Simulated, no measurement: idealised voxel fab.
The process module presented herein is designated voxel released beams.
The width of the displayed cross-section, cut, is 200 nm; its cells are square, with a size of 5 nm.
Square cells in a grid make up a cross-section in this document, and the grid is given as bands, listed from the top down, each one or more rows of cells. Top, bottom (nm), then materials left to right with widths (nm); lone material tagged "throughout" fills the whole band edge to edge; "empty" = empty space. All heights in this document are referenced to 0, defined as the level beneath which the wafer, as received, consists entirely of one material. The lowest band is not bounded below; it extends indefinitely downward and is written in the form "from 0 down". Top row gets the first number, bottom row gets the second, and each row in between changes by the same step: that is how a band width like "30 to 40" works. A step reported as "nothing was modified" is a step in which no cell of the cross-section changed. "Closed internal cavities" contains a list of empty spaces, each no smaller than 8 cells and without an open way to the top, written in the form width x height at distance with the distance from the left edge and all three in nm. That trailing text on a step's line, after the settings, is the simulator's own remark on the step. A step's line can hold "overlay nm"; with a mask on that step, the setting says how far right of the planned place the mask lay, while a negative setting says it lay to the left.
-- Steps in the process plan
1) RECEIVE [material Si]
2) CONFORMAL_DEP [material Al2O3] [thk nm 5]
3) DIRECTIONAL_DEP [material SiO2] [thk nm 15]
4) DIRECTIONAL_DEP [material aC] [thk nm 10]
5) PATTERN [tone open] [mask id ANCHOR] [material resist] [width nm 25] [thk nm 30] [overlay nm 0]
6) DIRECTIONAL_ETCH [etch materials aC] [depth nm 10]
7) STRIP [etch materials resist]
8) DIRECTIONAL_ETCH [etch materials SiO2] [depth nm 15]
9) STRIP [etch materials aC]
10) CONFORMAL_DEP [material W] [thk nm 10]
11) PATTERN [tone cover] [mask id BEAM] [material resist] [width nm 70] [thk nm 15] [overlay nm 0]
12) DIRECTIONAL_ETCH [etch materials W] [depth nm 10]
13) STRIP [etch materials resist]
14) STRIP [etch materials SiO2]
-- First of two wafers, processed according to plan
-- Shown in cross-section is the wafer as received, that is, as it stands after step 1
  from 0 down = Si throughout
  Closed internal cavities: none
-- Presented here is a cross-section of the wafer after step 2 has been performed
  from 5 to 0 = Al2O3 throughout
  All layers under 0 are left as they were.
-- Presented here is a cross-section of the wafer after step 3 has been performed
  from 20 to 5 = SiO2 throughout
  All layers under 5 are left as they were.
-- Presented here is a cross-section of the wafer after step 4 has been performed
  from 30 to 20 = aC throughout
  All layers under 20 are left as they were.
-- Presented here is a cross-section of the wafer after step 5 has been performed
  from 60 to 30 = resist 65 nm  empty 25 nm  resist 110 nm
  All layers under 30 are left as they were.
-- Presented here is a cross-section of the wafer after step 6 has been performed
  from 50 to 30 = resist 65 nm  empty 25 nm  resist 110 nm
  from 30 to 20 = aC 65 nm  empty 25 nm  aC 110 nm
  All layers under 20 are left as they were.
-- Presented here is a cross-section of the wafer after step 7 has been performed
  from 30 to 20 = aC 65 nm  empty 25 nm  aC 110 nm
  All layers under 20 are left as they were.
-- Presented here is a cross-section of the wafer after step 8 has been performed
  from 30 to 20 = aC 65 nm  empty 25 nm  aC 110 nm
  from 20 to 5 = SiO2 65 nm  empty 25 nm  SiO2 110 nm
  All layers under 5 are left as they were.
-- Presented here is a cross-section of the wafer after step 9 has been performed
  from 20 to 5 = SiO2 65 nm  empty 25 nm  SiO2 110 nm
  All layers under 5 are left as they were.
-- Presented here is a cross-section of the wafer after step 10 has been performed
  from 30 to 20 = W 75 nm  empty 5 nm  W 120 nm
  from 20 to 15 = SiO2 65 nm  W 10 nm  empty 5 nm  W 10 nm  SiO2 110 nm
  from 15 to 5 = SiO2 65 nm  W 25 nm  SiO2 110 nm
  All layers under 5 are left as they were.
-- Presented here is a cross-section of the wafer after step 11 has been performed
  from 45 to 30 = empty 60 nm  resist 70 nm  empty 70 nm
  from 30 to 20 = W 75 nm  resist 5 nm  W 120 nm
  from 20 to 15 = SiO2 65 nm  W 10 nm  resist 5 nm  W 10 nm  SiO2 110 nm
  All layers under 15 are left as they were.
-- Presented here is a cross-section of the wafer after step 12 has been performed
  from 45 to 30 = empty 60 nm  resist 70 nm  empty 70 nm
  from 30 to 20 = empty 60 nm  W 15 nm  resist 5 nm  W 50 nm  empty 70 nm
  All layers under 20 are left as they were.
-- Presented here is a cross-section of the wafer after step 13 has been performed
  from 30 to 20 = empty 60 nm  W 15 nm  empty 5 nm  W 50 nm  empty 70 nm
  from 20 to 15 = SiO2 65 nm  W 10 nm  empty 5 nm  W 10 nm  SiO2 110 nm
  All layers under 15 are left as they were.
-- Presented here is a cross-section of the wafer after step 14 has been performed
  from 30 to 20 = empty 60 nm  W 15 nm  empty 5 nm  W 50 nm  empty 70 nm
  from 20 to 15 = empty 65 nm  W 10 nm  empty 5 nm  W 10 nm  empty 110 nm
  from 15 to 5 = empty 65 nm  W 25 nm  empty 110 nm
  All layers under 5 are left as they were.
-- The second wafer began exactly as the first did and followed the same plan, but one mistake was made while running it; through step 4 inclusive, the two wafers are identical
-- Second wafer shown in cross-section at the time step 5 was slated to end
  from 60 to 30 = empty 65 nm  resist 25 nm  empty 110 nm
  All layers under 30 are left as they were.
-- Second wafer shown in cross-section at the time step 6 was slated to end
  from 50 to 30 = empty 65 nm  resist 25 nm  empty 110 nm
  from 30 to 20 = empty 65 nm  aC 25 nm  empty 110 nm
  All layers under 20 are left as they were.
-- Second wafer shown in cross-section at the time step 7 was slated to end
  from 30 to 20 = empty 65 nm  aC 25 nm  empty 110 nm
  All layers under 20 are left as they were.
-- Second wafer shown in cross-section at the time step 8 was slated to end
  from 30 to 20 = empty 65 nm  aC 25 nm  empty 110 nm
  from 20 to 5 = empty 65 nm  SiO2 25 nm  empty 110 nm
  All layers under 5 are left as they were.
-- Second wafer shown in cross-section at the time step 9 was slated to end
  from 20 to 5 = empty 65 nm  SiO2 25 nm  empty 110 nm
  All layers under 5 are left as they were.
-- Second wafer shown in cross-section at the time step 10 was slated to end
  from 30 to 20 = empty 55 nm  W 45 nm  empty 100 nm
  from 20 to 15 = empty 55 nm  W 10 nm  SiO2 25 nm  W 10 nm  empty 100 nm
  from 15 to 5 = W 65 nm  SiO2 25 nm  W 110 nm
  All layers under 5 are left as they were.
-- Second wafer shown in cross-section at the time step 11 was slated to end
  from 45 to 30 = empty 60 nm  resist 70 nm  empty 70 nm
  from 30 to 20 = empty 55 nm  W 45 nm  resist 30 nm  empty 70 nm
  from 20 to 15 = empty 55 nm  W 10 nm  SiO2 25 nm  W 10 nm  resist 30 nm  empty 70 nm
  All layers under 15 are left as they were.
-- Second wafer shown in cross-section at the time step 12 was slated to end
  from 45 to 30 = empty 60 nm  resist 70 nm  empty 70 nm
  from 30 to 20 = empty 60 nm  W 40 nm  resist 30 nm  empty 70 nm
  from 20 to 15 = empty 55 nm  W 10 nm  SiO2 25 nm  W 10 nm  resist 30 nm  empty 70 nm
  from 15 to 5 = empty 55 nm  W 10 nm  SiO2 25 nm  W 40 nm  empty 70 nm
  All layers under 5 are left as they were.
-- Second wafer shown in cross-section at the time step 13 was slated to end
  from 30 to 20 = empty 60 nm  W 40 nm  empty 100 nm
  from 20 to 15 = empty 55 nm  W 10 nm  SiO2 25 nm  W 10 nm  empty 100 nm
  All layers under 15 are left as they were.
Second wafer shown in cross-section at the time step 14 was slated to end: nothing was modified
Processing error: contrary to plan, step 5 was performed as PATTERN [tone cover] [mask id ANCHOR] [material resist] [width nm 25] [thk nm 30] [overlay nm 0]
Counted in cells at the end, the second wafer holds more or fewer of these materials than the first: SiO2 +15
